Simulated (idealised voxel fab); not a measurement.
process module | voxel self aligned contacts
cross-section cut | 200 nm wide | cells 5 nm
A cross-section is a grid of square cells, given in bands from the top down. A band is one or more rows of cells.
Each band's line starts with the height of the band's top and of its bottom, in nm. Then come its materials from left to right, each with its width in nm. One material with "throughout" fills the band from edge to edge. "air" is empty space.
Height 0 is the level under which the wafer as received is all one material. The lowest band goes on downwards, as in "0 down".
A width such as "30 to 40" changes by the same amount from each row of cells to the next, from the band's top row to its bottom row.
"no change" after a step means that no cell of the cross-section changed.
closed voids: empty space of 8 cells or more with no open way to the top, each as width x height at its distance from the left edge, in nm
after a step's settings: what the simulator itself notes on the step
overlay nm, on a step with a mask: how far to the right of its planned place the mask lay; to the left if negative
plan
1 op RECEIVE | material Si
2 op CONFORMAL_DEP | material SiO2 | thk nm 5
3 op DIRECTIONAL_DEP | material polySi | thk nm 20
4 op DIRECTIONAL_DEP | material SiN | thk nm 20
5 op PATTERN | tone cover | mask id GATE | material resist | width nm 35 | pitch nm 70 | thk nm 20 | overlay nm 0
6 op DIRECTIONAL_ETCH | etch materials SiN | depth nm 20
7 op DIRECTIONAL_ETCH | etch materials polySi | depth nm 20
8 op STRIP | etch materials resist
9 op CONFORMAL_DEP | material SiN | thk nm 5
10 op DIRECTIONAL_ETCH | etch materials SiN | depth nm 5
11 op FILL_DEP | material SiO2 | thk nm 20
12 op CMP | height nm 55
13 op MASKED_ETCH | tone open | mask id CONTACT | width nm 55 | etch materials SiO2 | depth nm 55 | overlay nm 0
14 op CONFORMAL_DEP | material TiN | thk nm 5
15 op FILL_DEP | material Ru | thk nm 5
16 op CMP | height nm 55
17 op CONFORMAL_DEP | material SiN | thk nm 5
first wafer, as planned
as received, after step 1
  0 down: Si throughout
  closed voids: none
after step 2
  5 to 0: SiO2 throughout
  below 0: unchanged
after step 3
  25 to 5: polySi throughout
  below 5: unchanged
after step 4
  45 to 25: SiN throughout
  below 25: unchanged
after step 5
  65 to 45: air 45 | resist 35 | air 35 | resist 35 | air 50
  below 45: unchanged
after step 6
  65 to 45: air 45 | resist 35 | air 35 | resist 35 | air 50
  45 to 25: air 45 | SiN 35 | air 35 | SiN 35 | air 50
  below 25: unchanged
after step 7
  65 to 45: air 45 | resist 35 | air 35 | resist 35 | air 50
  45 to 25: air 45 | SiN 35 | air 35 | SiN 35 | air 50
  25 to 5: air 45 | polySi 35 | air 35 | polySi 35 | air 50
  below 5: unchanged
after step 8
  45 to 25: air 45 | SiN 35 | air 35 | SiN 35 | air 50
  below 25: unchanged
after step 9
  50 to 25: air 40 | SiN 45 | air 25 | SiN 45 | air 45
  25 to 10: air 40 | SiN 5 | polySi 35 | SiN 5 | air 25 | SiN 5 | polySi 35 | SiN 5 | air 45
  10 to 5: SiN 45 | polySi 35 | SiN 35 | polySi 35 | SiN 50
  below 5: unchanged
after step 10
  45 to 25: air 40 | SiN 45 | air 25 | SiN 45 | air 45
  25 to 5: air 40 | SiN 5 | polySi 35 | SiN 5 | air 25 | SiN 5 | polySi 35 | SiN 5 | air 45
  below 5: unchanged
after step 11
  65 to 45: SiO2 throughout
  45 to 25: SiO2 40 | SiN 45 | SiO2 25 | SiN 45 | SiO2 45
  25 to 5: SiO2 40 | SiN 5 | polySi 35 | SiN 5 | SiO2 25 | SiN 5 | polySi 35 | SiN 5 | SiO2 45
  below 5: unchanged
after step 12
  55 to 45: SiO2 throughout
  below 45: unchanged
after step 13
  55 to 45: SiO2 70 | air 55 | SiO2 75
  45 to 25: SiO2 40 | SiN 45 | air 25 | SiN 45 | SiO2 45
  25 to 5: SiO2 40 | SiN 5 | polySi 35 | SiN 5 | air 25 | SiN 5 | polySi 35 | SiN 5 | SiO2 45
  5 to 0: SiO2 85 | air 25 | SiO2 90
  below 0: unchanged
after step 14
  60 to 55: TiN 75 | air 45 | TiN 80
  55 to 45: SiO2 70 | TiN 5 to 20 | air 45 to 15 | TiN 5 to 20 | SiO2 75
  45 to 25: SiO2 40 | SiN 45 | TiN 5 | air 15 | TiN 5 | SiN 45 | SiO2 45
  25 to 5: SiO2 40 | SiN 5 | polySi 35 | SiN 5 | TiN 5 | air 15 | TiN 5 | SiN 5 | polySi 35 | SiN 5 | SiO2 45
  5 to 0: SiO2 85 | TiN 25 | SiO2 90
  below 0: unchanged
after step 15
  65 to 60: Ru throughout
  60 to 55: TiN 75 | Ru 45 | TiN 80
  55 to 45: SiO2 70 | TiN 5 to 20 | Ru 45 to 15 | TiN 5 to 20 | SiO2 75
  45 to 25: SiO2 40 | SiN 45 | TiN 5 | Ru 15 | TiN 5 | SiN 45 | SiO2 45
  25 to 5: SiO2 40 | SiN 5 | polySi 35 | SiN 5 | TiN 5 | Ru 15 | TiN 5 | SiN 5 | polySi 35 | SiN 5 | SiO2 45
  below 5: unchanged
after step 16
  55 to 45: SiO2 70 | TiN 5 to 20 | Ru 45 to 15 | TiN 5 to 20 | SiO2 75
  below 45: unchanged
after step 17
  60 to 55: SiN throughout
  below 55: unchanged
second wafer: like start, like plan, one mistake. Through step 2 it matches the first wafer
when step 3 should have ended
  25 to 5: SiN throughout
  below 5: unchanged
when step 4 should have ended
  45 to 25: polySi throughout
  below 25: unchanged
when step 5 should have ended
  65 to 45: air 45 | resist 35 | air 35 | resist 35 | air 50
  below 45: unchanged
when step 6 should have ended: no change
when step 7 should have ended
  65 to 45: air 45 | resist 35 | air 35 | resist 35 | air 50
  45 to 25: air 45 | polySi 35 | air 35 | polySi 35 | air 50
  below 25: unchanged
when step 8 should have ended
  45 to 25: air 45 | polySi 35 | air 35 | polySi 35 | air 50
  below 25: unchanged
when step 9 should have ended
  50 to 45: air 40 | SiN 45 | air 25 | SiN 45 | air 45
  45 to 30: air 40 | SiN 5 | polySi 35 | SiN 5 | air 25 | SiN 5 | polySi 35 | SiN 5 | air 45
  30 to 25: SiN 45 | polySi 35 | SiN 35 | polySi 35 | SiN 50
  below 25: unchanged
when step 10 should have ended
  45 to 25: air 40 | SiN 5 | polySi 35 | SiN 5 | air 25 | SiN 5 | polySi 35 | SiN 5 | air 45
  below 25: unchanged
when step 11 should have ended
  65 to 45: SiO2 throughout
  45 to 25: SiO2 40 | SiN 5 | polySi 35 | SiN 5 | SiO2 25 | SiN 5 | polySi 35 | SiN 5 | SiO2 45
  below 25: unchanged
when step 12 should have ended
  55 to 45: SiO2 throughout
  below 45: unchanged
when step 13 should have ended
  55 to 45: SiO2 70 | air 55 | SiO2 75
  45 to 25: SiO2 40 | SiN 5 | polySi 35 | SiN 5 | air 25 | SiN 5 | polySi 35 | SiN 5 | SiO2 45
  below 25: unchanged
when step 14 should have ended
  60 to 55: TiN 75 | air 45 | TiN 80
  55 to 45: SiO2 70 | TiN 5 to 20 | air 45 to 15 | TiN 5 to 20 | SiO2 75
  45 to 30: SiO2 40 | SiN 5 | polySi 35 | SiN 5 | TiN 5 | air 15 | TiN 5 | SiN 5 | polySi 35 | SiN 5 | SiO2 45
  30 to 25: SiO2 40 | SiN 5 | polySi 35 | SiN 5 | TiN 25 | SiN 5 | polySi 35 | SiN 5 | SiO2 45
  below 25: unchanged
when step 15 should have ended
  65 to 60: Ru throughout
  60 to 55: TiN 75 | Ru 45 | TiN 80
  55 to 45: SiO2 70 | TiN 5 to 20 | Ru 45 to 15 | TiN 5 to 20 | SiO2 75
  45 to 30: SiO2 40 | SiN 5 | polySi 35 | SiN 5 | TiN 5 | Ru 15 | TiN 5 | SiN 5 | polySi 35 | SiN 5 | SiO2 45
  below 30: unchanged
when step 16 should have ended
  55 to 45: SiO2 70 | TiN 5 to 20 | Ru 45 to 15 | TiN 5 to 20 | SiO2 75
  below 45: unchanged
when step 17 should have ended
  60 to 55: SiN throughout
  below 55: unchanged
what went wrong: steps 3 and 4 were swapped
at the end the second wafer has, in cells: 15 fewer of Ru | 88 more of SiN | 63 fewer of SiO2 | 10 fewer of TiN
